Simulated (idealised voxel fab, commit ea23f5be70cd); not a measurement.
You're looking at the process module voxel transistor to metal.
The figure presents cross-section cut, which has a width of 150 nm and is divided into square cells with an edge length of 5 nm.
Heads up, the way a cross-section reads in here is a grid of square cells, handed over as bands from the top down, with every band being one or more rows of cells.
What a band's entry tells you: where the top is and where the bottom is, as heights in nm, and after that what lies inside, material by material from left to right, each with its width in nm. Empty space is written as the word "blank", and a single material marked with the word "throughout" occupies the band from edge to edge.
Ref level 0: as-received wafer is one material below here. Bottom band extends down with no lower bound ("0 nm and below").
When a width is written as two numbers, as in "30..40", the first number is the width in the top row of cells of the band and the second is the width in its bottom row, and the width changes by the same amount from each row to the next.
You'll sometimes find "nothing changed" written for a step, and that's the way of saying that nowhere in the cross-section did a cell change during that step.
The entry titled "Closed void inventory" provides the empty spaces that have no open way to the top, restricted to those of 8 cells or more. Each is presented as width x height at distance, the distance being measured from the left edge, with all three in nm.
Anything after a step's settings on that line? It's the simulator's own note about the step.
overlay nm: right-of-plan distance of the mask on a masked step; negative values mean left-of-plan.

### plan
1) RECEIVE | material Si
2) OXIDIZE | depth nm 5
3) CONFORMAL_DEP | material SiN | thk nm 15
4) MASKED_ETCH | tone cover | mask id ACTIVE | width nm 105 | etch materials SiN | depth nm 15 | overlay nm 0
5) MASKED_ETCH | tone cover | mask id ACTIVE | width nm 105 | etch materials SiO2 | depth nm 5 | overlay nm 0
6) MASKED_ETCH | tone cover | mask id ACTIVE | width nm 105 | etch materials Si | depth nm 35 | overlay nm 0
7) FILL_DEP | material SiO2 | thk nm 15
8) CMP | height nm 15
9) SELECTIVE_ETCH | etch materials SiO2 | depth nm 15
10) STRIP | etch materials SiN
11) SELECTIVE_ETCH | etch materials SiO2 | depth nm 5
12) OXIDIZE | depth nm 5
13) DIRECTIONAL_DEP | material polySi | thk nm 25
14) DIRECTIONAL_DEP | material SiCN | thk nm 15
15) DIRECTIONAL_DEP | material aC | thk nm 10
16) PATTERN | tone cover | mask id GATE | material resist | width nm 25 | thk nm 30 | overlay nm 0
17) DIRECTIONAL_ETCH | etch materials aC | depth nm 10
18) STRIP | etch materials resist
19) DIRECTIONAL_ETCH | etch materials SiCN | depth nm 25
20) DIRECTIONAL_ETCH | etch materials polySi | depth nm 35
21) STRIP | etch materials aC
22) CONFORMAL_DEP | material SiN | thk nm 5
23) DIRECTIONAL_ETCH | etch materials SiN | depth nm 5
24) DIRECTIONAL_ETCH | etch materials SiO2 | depth nm 5
25) DIRECTIONAL_ETCH | etch materials Si | depth nm 5
26) EPI | material SiGe | thk nm 5
27) FILL_DEP | material SiO2 | thk nm 10
28) CMP | height nm 20
29) STRIP | etch materials polySi
30) SELECTIVE_ETCH | etch materials SiO2 | depth nm 5
31) CONFORMAL_DEP | material HfO2 | thk nm 5
32) CONFORMAL_DEP | material TiN | thk nm 5
33) FILL_DEP | material W | thk nm 5
34) CMP | height nm 15
35) DIRECTIONAL_DEP | material SiO2 | thk nm 10
36) MASKED_ETCH | tone open | mask id CONTACT | width nm 15 | pitch nm 80 | etch materials SiO2 | depth nm 35 | overlay nm 0
37) CONFORMAL_DEP | material TiN | thk nm 5
38) FILL_DEP | material W | thk nm 10
39) CMP | height nm 25
40) DIRECTIONAL_DEP | material TiN | thk nm 5
41) DIRECTIONAL_DEP | material W | thk nm 15
42) PATTERN | tone cover | mask id METAL_1 | material resist | width nm 15 | pitch nm 80 | thk nm 20 | overlay nm 0
43) DIRECTIONAL_ETCH | etch materials W | depth nm 15
44) DIRECTIONAL_ETCH | etch materials TiN | depth nm 5
45) STRIP | etch materials resist
46) FILL_DEP | material SiO2 | thk nm 5
47) CMP | height nm 45
48) CONFORMAL_DEP | material SiN | thk nm 5

### Wafer as received: cross-section following step 1
  0 nm and below | Si throughout
  Closed void inventory: none

### Module complete - cross-section of the first of two wafers, run according to plan
  50 nm to 45 nm | SiN throughout
  45 nm to 30 nm | SiO2 (25), W (15), SiO2 (65), W (15), SiO2 (30)
  30 nm to 25 nm | SiO2 (25), TiN (15), SiO2 (65), TiN (15), SiO2 (30)
  25 nm to 15 nm | SiO2 (25), TiN (5), W (5), TiN (5), SiO2 (65), TiN (5), W (5), TiN (5), SiO2 (30)
  15 nm to 0 nm | SiO2 (25), TiN (5), W (5), TiN (5), SiO2 (15), SiN (5), HfO2 (5), TiN (5), W (5), TiN (5), HfO2 (5), SiN (5), SiO2 (15), TiN (5), W (5), TiN (5), SiO2 (30)
  0 nm to -5 nm | SiO2 (25), TiN (5), W (5), TiN (5), SiO2 (15), SiN (5), HfO2 (5), TiN (15), HfO2 (5), SiN (5), SiO2 (15), TiN (5), W (5), TiN (5), SiO2 (30)
  -5 nm to -10 nm | SiO2 (25), TiN (15), SiO2 (10), SiGe (5), HfO2 (35), SiGe (5), SiO2 (10), TiN (15), SiO2 (30)
  -10 nm to -15 nm | SiO2 (20), SiGe (35), Si (35), SiGe (35), SiO2 (25)
  -15 nm to -40 nm | SiO2 (20), Si (105), SiO2 (25)
  -40 nm and below | Si throughout
  Closed void inventory: none

### Wafer two, sectioned after the module: the first wafer's start, the first wafer's plan, and one mistake in how it was run
  50 nm to 45 nm | SiN throughout
  45 nm to 30 nm | SiO2 (25), W (15), SiO2 (65), W (15), SiO2 (30)
  30 nm to 25 nm | SiO2 (25), TiN (15), SiO2 (65), TiN (15), SiO2 (30)
  25 nm to 15 nm | SiO2 (25), TiN (5), W (5), TiN (5), SiO2 (65), TiN (5), W (5), TiN (5), SiO2 (30)
  15 nm to 0 nm | SiO2 (25), TiN (5), W (5), TiN (5), SiO2 (20), SiN (5), HfO2 (5), TiN (5), W (5), TiN (5), HfO2 (5), SiN (5), SiO2 (10), TiN (5), W (5), TiN (5), SiO2 (30)
  0 nm to -5 nm | SiO2 (25), TiN (5), W (5), TiN (5), SiO2 (20), SiN (5), HfO2 (5), TiN (15), HfO2 (5), SiN (5), SiO2 (10), TiN (5), W (5), TiN (5), SiO2 (30)
  -5 nm to -10 nm | SiO2 (25), TiN (15), SiO2 (15), SiGe (5), HfO2 (35), SiGe (5), SiO2 (5), TiN (15), SiO2 (30)
  -10 nm to -15 nm | SiO2 (20), SiGe (40), Si (35), SiGe (30), SiO2 (25)
  -15 nm to -40 nm | SiO2 (20), Si (105), SiO2 (25)
  -40 nm and below | Si throughout
  Closed void inventory: none
Against the plan, the run slipped here: it should be noted that step 16 was executed with settings other than those planned, the operation and settings actually applied being PATTERN | tone cover | mask id GATE | material resist | width nm 25 | thk nm 30 | overlay nm 5
In the final comparison it is observed that the number of cells assigned to each material is identical for the two wafers, whereas their placement is not.
